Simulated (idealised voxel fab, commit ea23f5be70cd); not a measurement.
Process module heading - voxel self aligned contacts
The cross-section on display is named cut; it measures 245 nm wide, and its cells are 5 nm squares.
For the purposes of this document, a cross-section shall be understood as a grid of square cells, specified as bands listed in top-to-bottom order, each band consisting of one or more rows of cells.
Band entry format. Leading values: height of top, height of bottom, nm. Remainder: materials in left-to-right order, each with its width in nm. Special words: "full width" on a single material, which then fills the band edge to edge; "air", empty space.
Height reference: 0 = level under which incoming wafer is all one material. Lowest band: no bottom, runs on downward, e.g. "0..down".
The width entry "30->40" should be interpreted row by row: the top row of cells in the band takes the first number, the bottom row takes the second number, and the change between adjacent rows is uniform throughout.
A step reported as "nothing changed" is a step in which no cell of the cross-section changed.
"closed voids" - sealed voids, min. 8 cells, no opening to top; format: width x height at distance (distance from left edge; nm throughout).
Post-settings text on a step line: simulator's own remark regarding the step.
You can add "overlay nm" to a step's line. For a step with a mask, it describes how far the mask lay to the right of its planned position, and a negative number describes a lay to the left.

THE PLANNED PROCESS STEPS ARE ENUMERATED HEREUNDER
1. RECEIVE: material Si
2. OXIDIZE: depth nm 5
3. DIRECTIONAL_DEP: material polySi, thk nm 20
4. DIRECTIONAL_DEP: material SiN, thk nm 20
5. PATTERN: tone cover, mask id GATE, material resist, width nm 35, pitch nm 60, thk nm 20, overlay nm 0
6. DIRECTIONAL_ETCH: etch materials SiN, depth nm 20
7. DIRECTIONAL_ETCH: etch materials polySi, depth nm 20
8. STRIP: etch materials resist
9. CONFORMAL_DEP: material SiN, thk nm 5
10. DIRECTIONAL_ETCH: etch materials SiN, depth nm 5
11. FILL_DEP: material SiO2, thk nm 10
12. CMP: height nm 45
13. MASKED_ETCH: tone open, mask id CONTACT, width nm 45, etch materials SiO2, depth nm 50, overlay nm 0
14. CONFORMAL_DEP: material TiN, thk nm 5
15. FILL_DEP: material W, thk nm 10
16. CMP: height nm 45
17. CONFORMAL_DEP: material SiN, thk nm 5

FIRST OF TWO WAFERS: RUN AS PLANNED

HERE'S WHAT THE WAFER LOOKED LIKE IN CROSS-SECTION WHEN IT ARRIVED - THAT'S AFTER STEP 1
> 0..down = Si full width
> closed voids: none

STATE OF THE WAFER AFTER STEP 2, SHOWN IN CROSS-SECTION
> 0..-5 = SiO2 full width
> Lower than -5, everything is as it was.

STATE OF THE WAFER AFTER STEP 3, SHOWN IN CROSS-SECTION
> 20..0 = polySi full width
> Lower than 0, everything is as it was.

STATE OF THE WAFER AFTER STEP 4, SHOWN IN CROSS-SECTION
> 40..20 = SiN full width
> Lower than 20, everything is as it was.

STATE OF THE WAFER AFTER STEP 5, SHOWN IN CROSS-SECTION
> 60..40 = 75 nm air / 35 nm resist / 25 nm air / 35 nm resist / 75 nm air
> Lower than 40, everything is as it was.

STATE OF THE WAFER AFTER STEP 6, SHOWN IN CROSS-SECTION
> 60..40 = 75 nm air / 35 nm resist / 25 nm air / 35 nm resist / 75 nm air
> 40..20 = 75 nm air / 35 nm SiN / 25 nm air / 35 nm SiN / 75 nm air
> Lower than 20, everything is as it was.

STATE OF THE WAFER AFTER STEP 7, SHOWN IN CROSS-SECTION
> 60..40 = 75 nm air / 35 nm resist / 25 nm air / 35 nm resist / 75 nm air
> 40..20 = 75 nm air / 35 nm SiN / 25 nm air / 35 nm SiN / 75 nm air
> 20..0 = 75 nm air / 35 nm polySi / 25 nm air / 35 nm polySi / 75 nm air
> Lower than 0, everything is as it was.

STATE OF THE WAFER AFTER STEP 8, SHOWN IN CROSS-SECTION
> 40..20 = 75 nm air / 35 nm SiN / 25 nm air / 35 nm SiN / 75 nm air
> Lower than 20, everything is as it was.

STATE OF THE WAFER AFTER STEP 9, SHOWN IN CROSS-SECTION
> 45..20 = 70 nm air / 45 nm SiN / 15 nm air / 45 nm SiN / 70 nm air
> 20..5 = 70 nm air / 5 nm SiN / 35 nm polySi / 5 nm SiN / 15 nm air / 5 nm SiN / 35 nm polySi / 5 nm SiN / 70 nm air
> 5..0 = 75 nm SiN / 35 nm polySi / 25 nm SiN / 35 nm polySi / 75 nm SiN
> Lower than 0, everything is as it was.

STATE OF THE WAFER AFTER STEP 10, SHOWN IN CROSS-SECTION
> 40..20 = 70 nm air / 45 nm SiN / 15 nm air / 45 nm SiN / 70 nm air
> 20..0 = 70 nm air / 5 nm SiN / 35 nm polySi / 5 nm SiN / 15 nm air / 5 nm SiN / 35 nm polySi / 5 nm SiN / 70 nm air
> Lower than 0, everything is as it was.

STATE OF THE WAFER AFTER STEP 11, SHOWN IN CROSS-SECTION
> 50..40 = SiO2 full width
> 40..20 = 70 nm SiO2 / 45 nm SiN / 15 nm SiO2 / 45 nm SiN / 70 nm SiO2
> 20..0 = 70 nm SiO2 / 5 nm SiN / 35 nm polySi / 5 nm SiN / 15 nm SiO2 / 5 nm SiN / 35 nm polySi / 5 nm SiN / 70 nm SiO2
> Lower than 0, everything is as it was.

STATE OF THE WAFER AFTER STEP 12, SHOWN IN CROSS-SECTION
> 45..40 = SiO2 full width
> Lower than 40, everything is as it was.

STATE OF THE WAFER AFTER STEP 13, SHOWN IN CROSS-SECTION
> 45..40 = 100 nm SiO2 / 45 nm air / 100 nm SiO2
> 40..20 = 70 nm SiO2 / 45 nm SiN / 15 nm air / 45 nm SiN / 70 nm SiO2
> 20..0 = 70 nm SiO2 / 5 nm SiN / 35 nm polySi / 5 nm SiN / 15 nm air / 5 nm SiN / 35 nm polySi / 5 nm SiN / 70 nm SiO2
> 0..-5 = 115 nm SiO2 / 15 nm air / 115 nm SiO2
> Lower than -5, everything is as it was.

STATE OF THE WAFER AFTER STEP 14, SHOWN IN CROSS-SECTION
> 50..45 = 105 nm TiN / 35 nm air / 105 nm TiN
> 45..40 = 100 nm SiO2 / 20 nm TiN / 5 nm air / 20 nm TiN / 100 nm SiO2
> 40..20 = 70 nm SiO2 / 45 nm SiN / 5 nm TiN / 5 nm air / 5 nm TiN / 45 nm SiN / 70 nm SiO2
> 20..0 = 70 nm SiO2 / 5 nm SiN / 35 nm polySi / 5 nm SiN / 5 nm TiN / 5 nm air / 5 nm TiN / 5 nm SiN / 35 nm polySi / 5 nm SiN / 70 nm SiO2
> 0..-5 = 115 nm SiO2 / 15 nm TiN / 115 nm SiO2
> Lower than -5, everything is as it was.

STATE OF THE WAFER AFTER STEP 15, SHOWN IN CROSS-SECTION
> 60..50 = W full width
> 50..45 = 105 nm TiN / 35 nm W / 105 nm TiN
> 45..40 = 100 nm SiO2 / 20 nm TiN / 5 nm W / 20 nm TiN / 100 nm SiO2
> 40..20 = 70 nm SiO2 / 45 nm SiN / 5 nm TiN / 5 nm W / 5 nm TiN / 45 nm SiN / 70 nm SiO2
> 20..0 = 70 nm SiO2 / 5 nm SiN / 35 nm polySi / 5 nm SiN / 5 nm TiN / 5 nm W / 5 nm TiN / 5 nm SiN / 35 nm polySi / 5 nm SiN / 70 nm SiO2
> Lower than 0, everything is as it was.

STATE OF THE WAFER AFTER STEP 16, SHOWN IN CROSS-SECTION
> 45..40 = 100 nm SiO2 / 20 nm TiN / 5 nm W / 20 nm TiN / 100 nm SiO2
> Lower than 40, everything is as it was.

STATE OF THE WAFER AFTER STEP 17, SHOWN IN CROSS-SECTION
> 50..45 = SiN full width
> Lower than 45, everything is as it was.

THE REMAINING WAFER, SECOND OF THE TWO, STARTED LIKE THE FIRST AND WAS RUN TO THE SAME PLAN, EXCEPT THAT ONE MISTAKE WAS MADE ALONG THE WAY; THE TWO COINCIDE THROUGH STEP 16, INCLUSIVE

CROSS-SECTION OF THE SECOND WAFER AT THE TIME STEP 17 OF THE PLAN SHOULD HAVE ENDED
> 50..45 = polySi full width
> Lower than 45, everything is as it was.
Short version of what went wrong: heads up, step 17 didn't go per plan, it actually ran as CONFORMAL_DEP: material polySi, thk nm 5
Looking at both finished wafers in cells, the second ends up ahead of or behind the first on some materials: -49 SiN | +49 polySi
